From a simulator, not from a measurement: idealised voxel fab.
The name of this process module is voxel self aligned vias.
The cross-section shown here is cut; it is 210 nm wide and divided into square cells measuring 5 nm on a side.
Heads up, the way a cross-section reads in here is a grid of square cells, handed over as bands from the top down, with every band being one or more rows of cells. A band entry consists of two parts. The first gives the height of the band's top and the height of its bottom, in nm. The rest lists the band's materials from left to right, each with its width in nm. A single material labelled with the word "throughout" fills the band from edge to edge, and the word "air" marks empty space. Heads up on the height convention: 0 is the point under which the incoming wafer is all one material, and the lowest band has no bottom, it just keeps going down, like "from 0 down". You'd read "30->40" like this: the band's top row of cells is as wide as the first number, its bottom row is as wide as the second, and going down, every row changes width by the same amount as the row before did. You'll sometimes find "nothing different" written for a step, and that's the way of saying that nowhere in the cross-section did a cell change during that step. "Closed internal cavities": sealed empty spaces, 8 cells or more, no open way to top, listed width x height at distance, with distance from the left edge and width, height and distance in nm. If you see something after the settings on a step's line, that's the simulator's own remark about that step. What "overlay nm" on a step's line means: if the step has a mask, that mask lay this far to the right of its planned place, or, when the value is negative, to the left.
### The planned process steps are enumerated hereunder
1. RECEIVE,material Si
2. CONFORMAL_DEP,material SiO2,thk nm 10
3. CONFORMAL_DEP,material SiCN,thk nm 5
4. DIRECTIONAL_DEP,material lowk,thk nm 20
5. PATTERN,tone open,mask id LINES,material resist,width nm 30,pitch nm 55,thk nm 15,overlay nm 0
6. DIRECTIONAL_ETCH,etch materials lowk,depth nm 20
7. STRIP,etch materials resist
8. CONFORMAL_DEP,material TiN,thk nm 5
9. FILL_DEP,material Ru,thk nm 10
10. CMP,height nm 35
11. SELECTIVE_ETCH,etch materials W Ru TiN,depth nm 5
12. FILL_DEP,material SiN,thk nm 5
13. CMP,height nm 35
14. DIRECTIONAL_DEP,material lowk,thk nm 20
15. MASKED_ETCH,tone open,mask id VIAS,width nm 40,etch materials lowk,depth nm 20,overlay nm 0
16. MASKED_ETCH,tone open,mask id VIAS,width nm 40,etch materials SiN,depth nm 5,overlay nm 0
17. CONFORMAL_DEP,material TiN,thk nm 5
18. FILL_DEP,material W,thk nm 10
19. CMP,height nm 55
20. CONFORMAL_DEP,material SiN,thk nm 5
For clarity, it should be stated that the wafers under discussion commence in an identical condition and differ with respect to the thk nm of step 17, the plan indicating the value that the first wafer had.
### So this is the first of several wafers, cross-sectioned as it came to us, meaning it's at the end of step 1
- from 0 down = Si throughout
- Closed internal cavities: none
### Here's the first of several wafers in cross-section, end of the module, after the last step, step 20
- from 60 to 55 = SiN throughout
- from 55 to 40 = 55 nm lowk / 5 nm TiN / 30 nm W / 5 nm TiN / 115 nm lowk
- from 40 to 35 = 55 nm lowk / 10 nm TiN / 20 nm W / 10 nm TiN / 115 nm lowk
- from 35 to 30 = 60 nm lowk / 30 nm TiN / 25 nm lowk / 30 nm SiN / 65 nm lowk
- from 30 to 20 = 60 nm lowk / 5 nm TiN / 20 nm Ru / 5 nm TiN / 25 nm lowk / 5 nm TiN / 20 nm Ru / 5 nm TiN / 65 nm lowk
- from 20 to 15 = 60 nm lowk / 30 nm TiN / 25 nm lowk / 30 nm TiN / 65 nm lowk
- from 15 to 10 = SiCN throughout
- from 10 to 0 = SiO2 throughout
- from 0 down = Si throughout
- Closed internal cavities: none
### The final wafer, sectioned at module end
- from 60 to 55 = SiN throughout
- from 55 to 35 = 55 nm lowk / 40 nm TiN / 115 nm lowk
- from 35 to 30 = 60 nm lowk / 30 nm TiN / 25 nm lowk / 30 nm SiN / 65 nm lowk
- from 30 to 20 = 60 nm lowk / 5 nm TiN / 20 nm Ru / 5 nm TiN / 25 nm lowk / 5 nm TiN / 20 nm Ru / 5 nm TiN / 65 nm lowk
- from 20 to 15 = 60 nm lowk / 30 nm TiN / 25 nm lowk / 30 nm TiN / 65 nm lowk
- from 15 to 10 = SiCN throughout
- from 10 to 0 = SiO2 throughout
- from 0 down = Si throughout
- Closed internal cavities: none
### Note: the following table is arranged by wafer, a row apiece. Each row reports the end-of-module state: per material, cells gained (+) or cells lost (-) compared with the wafer as received; closed voids follow
thk nm 5, +16 Ru, +42 SiCN, +48 SiN, +84 SiO2, +36 TiN, +22 W, +256 lowk, Closed internal cavities: none
thk nm 10, +16 Ru, +42 SiCN, +48 SiN, +84 SiO2, +48 TiN, +10 W, +256 lowk, Closed internal cavities: none
thk nm 15, +16 Ru, +42 SiCN, +48 SiN, +84 SiO2, +56 TiN, +2 W, +256 lowk, Closed internal cavities: none
thk nm 20, +16 Ru, +42 SiCN, +48 SiN, +84 SiO2, +58 TiN, +256 lowk, Closed internal cavities: none
